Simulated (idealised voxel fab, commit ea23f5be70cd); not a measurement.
This is a process module. Its name is voxel gate over fins.
Square cell edge 5 nm, section width 275 nm, ID cut.
A cross-section is written here as square cells arranged in a grid, and it is given in bands from the top down, each band taking up one or more rows of cells.
Each band's line starts with the height of the band's top and of its bottom, in nm. Then come its materials from left to right, each with its width in nm. One material with "edge to edge" fills the band from edge to edge. "air" is empty space.
Heads up on the height convention: 0 is the point under which the incoming wafer is all one material, and the lowest band has no bottom, it just keeps going down, like "z 0 and below".
Read "30 to 40" as a graded width: first number on top, second number at the bottom, same change between each pair of neighbouring rows.
Any step labelled "all unchanged" changed none of the cells in the cross-section.
Heads up: "Enclosed internal cavities" only lists the empty pockets with no open path to the top that are 8 cells or more, and it writes them as width x height at distance, distance from the left edge, in nm.
Formally, on a step line, whatever follows the settings is a remark that the simulator itself makes on the step.
Steps that use a mask can have "overlay nm" on their line. It says how far the mask sat to the right of where it was meant to be. Negative means to the left.
-- So here's the lineup of process steps we planned
1 RECEIVE, material Si
2 CONFORMAL_DEP, material SiN, thk nm 10
3 DIRECTIONAL_DEP, material aC, thk nm 15
4 PATTERN, tone cover, mask id FINS, material resist, width nm 15, pitch nm 60, thk nm 30, overlay nm 0
5 DIRECTIONAL_ETCH, etch materials aC, depth nm 15
6 STRIP, etch materials resist
7 DIRECTIONAL_ETCH, etch materials SiN, depth nm 10
8 DIRECTIONAL_ETCH, etch materials Si, depth nm 30
9 STRIP, etch materials aC
10 FILL_DEP, material SiO2, thk nm 10
11 CMP, height nm 10
12 DIRECTIONAL_DEP, material aC, thk nm 15
13 PATTERN, tone open, mask id RAIL, material resist, width nm 15, thk nm 35, overlay nm 0
14 DIRECTIONAL_ETCH, etch materials aC, depth nm 15
15 STRIP, etch materials resist
16 DIRECTIONAL_ETCH, etch materials SiO2, depth nm 35
17 STRIP, etch materials aC
18 CONFORMAL_DEP, material TiN, thk nm 5
19 FILL_DEP, material W, thk nm 10
20 CMP, height nm 10
21 SELECTIVE_ETCH, etch materials W Ru TiN, depth nm 25
22 FILL_DEP, material SiO2, thk nm 5
23 CMP, height nm 10
24 SELECTIVE_ETCH, etch materials SiO2, depth nm 20
25 STRIP, etch materials SiN
26 CONFORMAL_DEP, material HfO2, thk nm 5
27 CONFORMAL_DEP, material TiN, thk nm 5
28 CONFORMAL_DEP, material TiAl, thk nm 5
29 CONFORMAL_DEP, material TiN, thk nm 5
30 FILL_DEP, material W, thk nm 15
31 CMP, height nm 30
32 CONFORMAL_DEP, material SiN, thk nm 10
-- First wafer out of two, processed as planned
-- Incoming wafer in cross-section (state: after step 1)
	z 0 and below: Si edge to edge
	Enclosed internal cavities: none
-- Step 2 complete: cross-section through the wafer
	z 10 to 0: SiN edge to edge
	Everything under 0 stays put, no change at all.
-- Step 3 complete: cross-section through the wafer
	z 25 to 10: aC edge to edge
	Everything under 10 stays put, no change at all.
-- Step 4 complete: cross-section through the wafer
	z 55 to 25: air=100 | resist=15 | air=45 | resist=15 | air=100
	Everything under 25 stays put, no change at all.
-- Step 5 complete: cross-section through the wafer
	z 40 to 25: air=100 | resist=15 | air=45 | resist=15 | air=100
	z 25 to 10: air=100 | aC=15 | air=45 | aC=15 | air=100
	Everything under 10 stays put, no change at all.
-- Step 6 complete: cross-section through the wafer
	z 25 to 10: air=100 | aC=15 | air=45 | aC=15 | air=100
	Everything under 10 stays put, no change at all.
-- Step 7 complete: cross-section through the wafer
	z 25 to 10: air=100 | aC=15 | air=45 | aC=15 | air=100
	z 10 to 0: air=100 | SiN=15 | air=45 | SiN=15 | air=100
	Everything under 0 stays put, no change at all.
-- Step 8 complete: cross-section through the wafer
	z 25 to 10: air=100 | aC=15 | air=45 | aC=15 | air=100
	z 10 to 0: air=100 | SiN=15 | air=45 | SiN=15 | air=100
	z 0 to -30: air=100 | Si=15 | air=45 | Si=15 | air=100
	Everything under -30 stays put, no change at all.
-- Step 9 complete: cross-section through the wafer
	z 10 to 0: air=100 | SiN=15 | air=45 | SiN=15 | air=100
	Everything under 0 stays put, no change at all.
-- Step 10 complete: cross-section through the wafer
	z 20 to 10: SiO2 edge to edge
	z 10 to 0: SiO2=100 | SiN=15 | SiO2=45 | SiN=15 | SiO2=100
	z 0 to -30: SiO2=100 | Si=15 | SiO2=45 | Si=15 | SiO2=100
	Everything under -30 stays put, no change at all.
-- Step 11 complete: cross-section through the wafer
	z 10 to 0: SiO2=100 | SiN=15 | SiO2=45 | SiN=15 | SiO2=100
	Everything under 0 stays put, no change at all.
-- Step 12 complete: cross-section through the wafer
	z 25 to 10: aC edge to edge
	Everything under 10 stays put, no change at all.
-- Step 13 complete: cross-section through the wafer
	z 60 to 25: resist=130 | air=15 | resist=130
	Everything under 25 stays put, no change at all.
-- Step 14 complete: cross-section through the wafer
	z 45 to 25: resist=130 | air=15 | resist=130
	z 25 to 10: aC=130 | air=15 | aC=130
	Everything under 10 stays put, no change at all.
-- Step 15 complete: cross-section through the wafer
	z 25 to 10: aC=130 | air=15 | aC=130
	Everything under 10 stays put, no change at all.
-- Step 16 complete: cross-section through the wafer
	z 25 to 10: aC=130 | air=15 | aC=130
	z 10 to 0: SiO2=100 | SiN=15 | SiO2=15 | air=15 | SiO2=15 | SiN=15 | SiO2=100
	z 0 to -25: SiO2=100 | Si=15 | SiO2=15 | air=15 | SiO2=15 | Si=15 | SiO2=100
	Everything under -25 stays put, no change at all.
-- Step 17 complete: cross-section through the wafer
	z 10 to 0: SiO2=100 | SiN=15 | SiO2=15 | air=15 | SiO2=15 | SiN=15 | SiO2=100
	Everything under 0 stays put, no change at all.
-- Step 18 complete: cross-section through the wafer
	z 15 to 10: TiN=135 | air=5 | TiN=135
	z 10 to 0: SiO2=100 | SiN=15 | SiO2=15 | TiN=5 | air=5 | TiN=5 | SiO2=15 | SiN=15 | SiO2=100
	z 0 to -20: SiO2=100 | Si=15 | SiO2=15 | TiN=5 | air=5 | TiN=5 | SiO2=15 | Si=15 | SiO2=100
	z -20 to -25: SiO2=100 | Si=15 | SiO2=15 | TiN=15 | SiO2=15 | Si=15 | SiO2=100
	Everything under -25 stays put, no change at all.
-- Step 19 complete: cross-section through the wafer
	z 25 to 15: W edge to edge
	z 15 to 10: TiN=135 | W=5 | TiN=135
	z 10 to 0: SiO2=100 | SiN=15 | SiO2=15 | TiN=5 | W=5 | TiN=5 | SiO2=15 | SiN=15 | SiO2=100
	z 0 to -20: SiO2=100 | Si=15 | SiO2=15 | TiN=5 | W=5 | TiN=5 | SiO2=15 | Si=15 | SiO2=100
	Everything under -20 stays put, no change at all.
-- Step 20 complete: cross-section through the wafer
	z 10 to 0: SiO2=100 | SiN=15 | SiO2=15 | TiN=5 | W=5 | TiN=5 | SiO2=15 | SiN=15 | SiO2=100
	Everything under 0 stays put, no change at all.
-- Step 21 complete: cross-section through the wafer
	z 10 to 0: SiO2=100 | SiN=15 | SiO2=15 | air=15 | SiO2=15 | SiN=15 | SiO2=100
	z 0 to -15: SiO2=100 | Si=15 | SiO2=15 | air=15 | SiO2=15 | Si=15 | SiO2=100
	Everything under -15 stays put, no change at all.
-- Step 22 complete: cross-section through the wafer
	z 15 to 10: SiO2 edge to edge
	z 10 to 0: SiO2=100 | SiN=15 | SiO2=45 | SiN=15 | SiO2=100
	z 0 to -15: SiO2=100 | Si=15 | SiO2=45 | Si=15 | SiO2=100
	Everything under -15 stays put, no change at all.
-- Step 23 complete: cross-section through the wafer
	z 10 to 0: SiO2=100 | SiN=15 | SiO2=45 | SiN=15 | SiO2=100
	Everything under 0 stays put, no change at all.
-- Step 24 complete: cross-section through the wafer
	z 10 to 0: air=100 | SiN=15 | air=45 | SiN=15 | air=100
	z 0 to -10: air=100 | Si=15 | air=45 | Si=15 | air=100
	Everything under -10 stays put, no change at all.
-- Step 25 complete: cross-section through the wafer
	z 0 to -10: air=100 | Si=15 | air=45 | Si=15 | air=100
	Everything under -10 stays put, no change at all.
-- Step 26 complete: cross-section through the wafer
	z 5 to 0: air=95 | HfO2=25 | air=35 | HfO2=25 | air=95
	z 0 to -5: air=95 | HfO2=5 | Si=15 | HfO2=5 | air=35 | HfO2=5 | Si=15 | HfO2=5 | air=95
	z -5 to -10: HfO2=100 | Si=15 | HfO2=45 | Si=15 | HfO2=100
	Everything under -10 stays put, no change at all.
-- Step 27 complete: cross-section through the wafer
	z 10 to 5: air=90 | TiN=35 | air=25 | TiN=35 | air=90
	z 5 to 0: air=90 | TiN=5 | HfO2=25 | TiN=5 | air=25 | TiN=5 | HfO2=25 | TiN=5 | air=90
	z 0 to -5: TiN=95 | HfO2=5 | Si=15 | HfO2=5 | TiN=35 | HfO2=5 | Si=15 | HfO2=5 | TiN=95
	Everything under -5 stays put, no change at all.
-- Step 28 complete: cross-section through the wafer
	z 15 to 10: air=85 | TiAl=45 | air=15 | TiAl=45 | air=85
	z 10 to 5: air=85 | TiAl=5 | TiN=35 | TiAl=5 | air=15 | TiAl=5 | TiN=35 | TiAl=5 | air=85
	z 5 to 0: TiAl=90 | TiN=5 | HfO2=25 | TiN=5 | TiAl=25 | TiN=5 | HfO2=25 | TiN=5 | TiAl=90
	Everything under 0 stays put, no change at all.
-- Step 29 complete: cross-section through the wafer
	z 20 to 15: air=80 | TiN=55 | air=5 | TiN=55 | air=80
	z 15 to 10: air=80 | TiN=5 | TiAl=45 | TiN=5 | air=5 | TiN=5 | TiAl=45 | TiN=5 | air=80
	z 10 to 5: TiN=85 | TiAl=5 | TiN=35 | TiAl=5 | TiN=15 | TiAl=5 | TiN=35 | TiAl=5 | TiN=85
	Everything under 5 stays put, no change at all.
-- Step 30 complete: cross-section through the wafer
	z 35 to 20: W edge to edge
	z 20 to 15: W=80 | TiN=55 | W=5 | TiN=55 | W=80
	z 15 to 10: W=80 | TiN=5 | TiAl=45 | TiN=5 | W=5 | TiN=5 | TiAl=45 | TiN=5 | W=80
	Everything under 10 stays put, no change at all.
-- Step 31 complete: cross-section through the wafer
	z 30 to 20: W edge to edge
	Everything under 20 stays put, no change at all.
-- Step 32 complete: cross-section through the wafer
	z 40 to 30: SiN edge to edge
	Everything under 30 stays put, no change at all.
-- Wafer two. Identical start, identical plan. One mistake in execution. Identical history through step 23
-- Second wafer, cross-section, planned end of step 24
	z 10 to 0: SiO2=100 | air=15 | SiO2=45 | air=15 | SiO2=100
	Everything under 0 stays put, no change at all.
-- Second wafer, cross-section, planned end of step 25
	z 0 to -10: air=100 | Si=15 | air=45 | Si=15 | air=100
	z -10 to -15: SiO2=80 | air=20 | Si=15 | air=20 | SiO2=5 | air=20 | Si=15 | air=20 | SiO2=80
	z -15 to -20: SiO2=80 | air=20 | Si=15 | air=15 | TiN=5 | W=5 | TiN=5 | air=15 | Si=15 | air=20 | SiO2=80
	Everything under -20 stays put, no change at all.
-- Second wafer, cross-section, planned end of step 26
	z 5 to 0: air=95 | HfO2=25 | air=35 | HfO2=25 | air=95
	z 0 to -5: air=95 | HfO2=5 | Si=15 | HfO2=5 | air=35 | HfO2=5 | Si=15 | HfO2=5 | air=95
	z -5 to -10: HfO2=85 | air=10 | HfO2=5 | Si=15 | HfO2=5 | air=10 | HfO2=15 | air=10 | HfO2=5 | Si=15 | HfO2=5 | air=10 | HfO2=85
	z -10 to -15: SiO2=80 | HfO2=5 | air=10 | HfO2=5 | Si=15 | HfO2=5 | air=5 | HfO2=10 | SiO2=5 | HfO2=10 | air=5 | HfO2=5 | Si=15 | HfO2=5 | air=10 | HfO2=5 | SiO2=80
	z -15 to -20: SiO2=80 | HfO2=20 | Si=15 | HfO2=15 | TiN=5 | W=5 | TiN=5 | HfO2=15 | Si=15 | HfO2=20 | SiO2=80
	Everything under -20 stays put, no change at all.
-- Second wafer, cross-section, planned end of step 27
	z 10 to 5: air=90 | TiN=35 | air=25 | TiN=35 | air=90
	z 5 to 0: air=90 | TiN=5 | HfO2=25 | TiN=5 | air=25 | TiN=5 | HfO2=25 | TiN=5 | air=90
	z 0 to -5: TiN=95 | HfO2=5 | Si=15 | HfO2=5 | TiN=35 | HfO2=5 | Si=15 | HfO2=5 | TiN=95
	z -5 to -10: HfO2=85 | TiN=10 | HfO2=5 | Si=15 | HfO2=5 | TiN=10 | HfO2=15 | TiN=10 | HfO2=5 | Si=15 | HfO2=5 | TiN=10 | HfO2=85
	z -10 to -15: SiO2=80 | HfO2=5 | TiN=10 | HfO2=5 | Si=15 | HfO2=5 | TiN=5 | HfO2=10 | SiO2=5 | HfO2=10 | TiN=5 | HfO2=5 | Si=15 | HfO2=5 | TiN=10 | HfO2=5 | SiO2=80
	Everything under -15 stays put, no change at all.
-- Second wafer, cross-section, planned end of step 28
	z 15 to 10: air=85 | TiAl=45 | air=15 | TiAl=45 | air=85
	z 10 to 5: air=85 | TiAl=5 | TiN=35 | TiAl=5 | air=15 | TiAl=5 | TiN=35 | TiAl=5 | air=85
	z 5 to 0: TiAl=90 | TiN=5 | HfO2=25 | TiN=5 | TiAl=25 | TiN=5 | HfO2=25 | TiN=5 | TiAl=90
	Everything under 0 stays put, no change at all.
-- Second wafer, cross-section, planned end of step 29
	z 20 to 15: air=80 | TiN=55 | air=5 | TiN=55 | air=80
	z 15 to 10: air=80 | TiN=5 | TiAl=45 | TiN=5 | air=5 | TiN=5 | TiAl=45 | TiN=5 | air=80
	z 10 to 5: TiN=85 | TiAl=5 | TiN=35 | TiAl=5 | TiN=15 | TiAl=5 | TiN=35 | TiAl=5 | TiN=85
	Everything under 5 stays put, no change at all.
-- Second wafer, cross-section, planned end of step 30
	z 35 to 20: W edge to edge
	z 20 to 15: W=80 | TiN=55 | W=5 | TiN=55 | W=80
	z 15 to 10: W=80 | TiN=5 | TiAl=45 | TiN=5 | W=5 | TiN=5 | TiAl=45 | TiN=5 | W=80
	Everything under 10 stays put, no change at all.
-- Second wafer, cross-section, planned end of step 31
	z 30 to 20: W edge to edge
	Everything under 20 stays put, no change at all.
-- Second wafer, cross-section, planned end of step 32
	z 40 to 30: SiN edge to edge
	Everything under 30 stays put, no change at all.
So what did we get wrong on this run? mixed up steps 24 and 25 - ran each in the other's place
FYI, end of process, the second wafer has more or fewer cells of some materials than the first: +16 HfO2; -30 SiO2; +14 TiN
